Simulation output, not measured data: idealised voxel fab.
The following process module bears the name voxel lift off.
It is cross-section cut that appears here, measuring 200 nm in width, its square cells being 5 nm in size.
Notation: cross-section as square-cell grid; stated in bands, top first, going down; one or more cell rows per band. First you get the band's top height and its bottom height, in nm, and then the materials it's made of, left to right, with each width in nm. If you see a single material with "full width", that one covers the band edge to edge. "blank" is empty space. Heights are measured from 0, the level below which the as-received wafer is all one material; the lowest band has no bottom and continues downward, written as in "0 -> down". A two-number width, for instance "30..40", indicates that the width is equal to the first number in the top row of the band and to the second number in the bottom row, and that it changes by a constant amount per row of cells. For the purposes of this document, the phrase "identical to before" attached to a step denotes that no cell within the cross-section was modified by that step. "Closed empty spaces" - sealed voids, min. 8 cells, no opening to top; format: width x height at distance (distance from left edge; nm throughout). Whatever follows a step's settings on its line is a remark the simulator itself makes about that step. The optional step-line setting "overlay nm" applies to steps with a mask and quantifies how far to the right of its planned location the mask lay, a negative value indicating leftward placement.

Intended process steps:
- 1: RECEIVE (material Si)
- 2: CONFORMAL_DEP (material Al2O3; thk nm 5)
- 3: PATTERN (tone open; mask id LINES; material resist; width nm 20; pitch nm 45; thk nm 15; overlay nm 0)
- 4: DIRECTIONAL_DEP (material Ru; thk nm 5)
- 5: STRIP (etch materials resist)
- 6: CONFORMAL_DEP (material SiO2; thk nm 5)
Quick note for whoever runs this: the wafers start identical, but the thk nm at step 2 isn't the same across them. The plan just shows what the first wafer had.

Cross-section: the first of several wafers in its as-received state, i.e. following step 1:
0 -> down  Si full width
Closed empty spaces: none

Shown in cross-section: the first of several wafers at the end of the module, after its last step, step 6:
15 -> 10  blank 40  SiO2 30  blank 15  SiO2 30  blank 15  SiO2 30  blank 40
10 -> 5  SiO2 45  Ru 20  SiO2 25  Ru 20  SiO2 25  Ru 20  SiO2 45
5 -> 0  Al2O3 full width
0 -> down  Si full width
Closed empty spaces: none

Last wafer of the set, cross-sectioned at end of module:
30 -> 25  blank 40  SiO2 30  blank 15  SiO2 30  blank 15  SiO2 30  blank 40
25 -> 20  SiO2 45  Ru 20  SiO2 25  Ru 20  SiO2 25  Ru 20  SiO2 45
20 -> 0  Al2O3 full width
0 -> down  Si full width
Closed empty spaces: none

For your reference, the table is organized with a row per wafer; each row reflects the wafer at the end of the module, indicating for each material the cells gained (+) or lost (-) since receipt, and thereafter its closed voids:
thk nm 5; +40 Al2O3; +12 Ru; +46 SiO2; Closed empty spaces: none
thk nm 10; +80 Al2O3; +12 Ru; +46 SiO2; Closed empty spaces: none
thk nm 15; +120 Al2O3; +12 Ru; +46 SiO2; Closed empty spaces: none
thk nm 20; +160 Al2O3; +12 Ru; +46 SiO2; Closed empty spaces: none
